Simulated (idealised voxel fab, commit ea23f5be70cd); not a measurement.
process module | voxel ribs on slabs
cross-section cut | 190 nm wide | cells 5 nm
A cross-section is a grid of square cells, given in bands from the top down. A band is one or more rows of cells.
Each band's line starts with the height of the band's top and of its bottom, in nm. Then come its materials from left to right, each with its width in nm. One material with "throughout" fills the band from edge to edge. "air" is empty space.
Height 0 is the level under which the wafer as received is all one material. The lowest band goes on downwards, as in "0 down".
A width such as "30 to 40" changes by the same amount from each row of cells to the next, from the band's top row to its bottom row.
"no change" after a step means that no cell of the cross-section changed.
closed voids: empty space of 8 cells or more with no open way to the top, each as width x height at its distance from the left edge, in nm
after a step's settings: what the simulator itself notes on the step
overlay nm, on a step with a mask: how far to the right of its planned place the mask lay; to the left if negative
plan
1 op RECEIVE | material Si
2 op DIRECTIONAL_DEP | material SiO2 | thk nm 20
3 op DIRECTIONAL_DEP | material polySi | thk nm 15
4 op MASKED_ETCH | tone cover | mask id RIB | width nm 30 | etch materials polySi | depth nm 5 | overlay nm 0
5 op DIRECTIONAL_DEP | material aC | thk nm 15
6 op PATTERN | tone cover | mask id SLAB | material resist | width nm 70 | thk nm 30 | overlay nm 0
7 op DIRECTIONAL_ETCH | etch materials aC | depth nm 15
8 op STRIP | etch materials resist
9 op DIRECTIONAL_ETCH | etch materials polySi | depth nm 10
10 op STRIP | etch materials aC
11 op FILL_DEP | material SiO2 | thk nm 30
12 op CMP | height nm 55
13 op DIRECTIONAL_DEP | material W | thk nm 10
14 op PATTERN | tone cover | mask id HEATER | material resist | width nm 40 | thk nm 20 | overlay nm 0
15 op DIRECTIONAL_ETCH | etch materials W | depth nm 10
16 op STRIP | etch materials resist
17 op CONFORMAL_DEP | material SiN | thk nm 5
first wafer, as planned
as received, after step 1
  0 down: Si throughout
  closed voids: none
after step 2
  20 to 0: SiO2 throughout
  below 0: unchanged
after step 3
  35 to 20: polySi throughout
  below 20: unchanged
after step 4
  35 to 30: air 80 | polySi 30 | air 80
  below 30: unchanged
after step 5
  50 to 45: air 80 | aC 30 | air 80
  45 to 35: aC throughout
  35 to 30: aC 80 | polySi 30 | aC 80
  below 30: unchanged
after step 6
  80 to 50: air 60 | resist 70 | air 60
  50 to 45: air 60 | resist 20 | aC 30 | resist 20 | air 60
  below 45: unchanged
after step 7
  65 to 50: air 60 | resist 70 | air 60
  50 to 45: air 60 | resist 20 | aC 30 | resist 20 | air 60
  45 to 35: air 60 | aC 70 | air 60
  35 to 30: air 60 | aC 20 | polySi 30 | aC 20 | air 60
  below 30: unchanged
after step 8
  50 to 45: air 80 | aC 30 | air 80
  below 45: unchanged
after step 9
  50 to 45: air 80 | aC 30 | air 80
  45 to 35: air 60 | aC 70 | air 60
  35 to 30: air 60 | aC 20 | polySi 30 | aC 20 | air 60
  30 to 20: air 60 | polySi 70 | air 60
  below 20: unchanged
after step 10
  35 to 30: air 80 | polySi 30 | air 80
  below 30: unchanged
after step 11
  65 to 35: SiO2 throughout
  35 to 30: SiO2 80 | polySi 30 | SiO2 80
  30 to 20: SiO2 60 | polySi 70 | SiO2 60
  below 20: unchanged
after step 12
  55 to 35: SiO2 throughout
  below 35: unchanged
after step 13
  65 to 55: W throughout
  below 55: unchanged
after step 14
  85 to 65: air 75 | resist 40 | air 75
  below 65: unchanged
after step 15
  85 to 65: air 75 | resist 40 | air 75
  65 to 55: air 75 | W 40 | air 75
  below 55: unchanged
after step 16
  65 to 55: air 75 | W 40 | air 75
  below 55: unchanged
after step 17
  70 to 65: air 70 | SiN 50 | air 70
  65 to 60: air 70 | SiN 5 | W 40 | SiN 5 | air 70
  60 to 55: SiN 75 | W 40 | SiN 75
  below 55: unchanged
second wafer: like start, like plan, one mistake. Through step 13 it matches the first wafer
when step 14 should have ended
  85 to 65: air 80 | resist 40 | air 70
  below 65: unchanged
when step 15 should have ended
  85 to 65: air 80 | resist 40 | air 70
  65 to 55: air 80 | W 40 | air 70
  below 55: unchanged
when step 16 should have ended
  65 to 55: air 80 | W 40 | air 70
  below 55: unchanged
when step 17 should have ended
  70 to 65: air 75 | SiN 50 | air 65
  65 to 60: air 75 | SiN 5 | W 40 | SiN 5 | air 65
  60 to 55: SiN 80 | W 40 | SiN 70
  below 55: unchanged
what went wrong: step 14 ran as: op PATTERN | tone cover | mask id HEATER | material resist | width nm 40 | thk nm 20 | overlay nm 5
at the end the second wafer has, in cells: as many of each material as the first, in other places
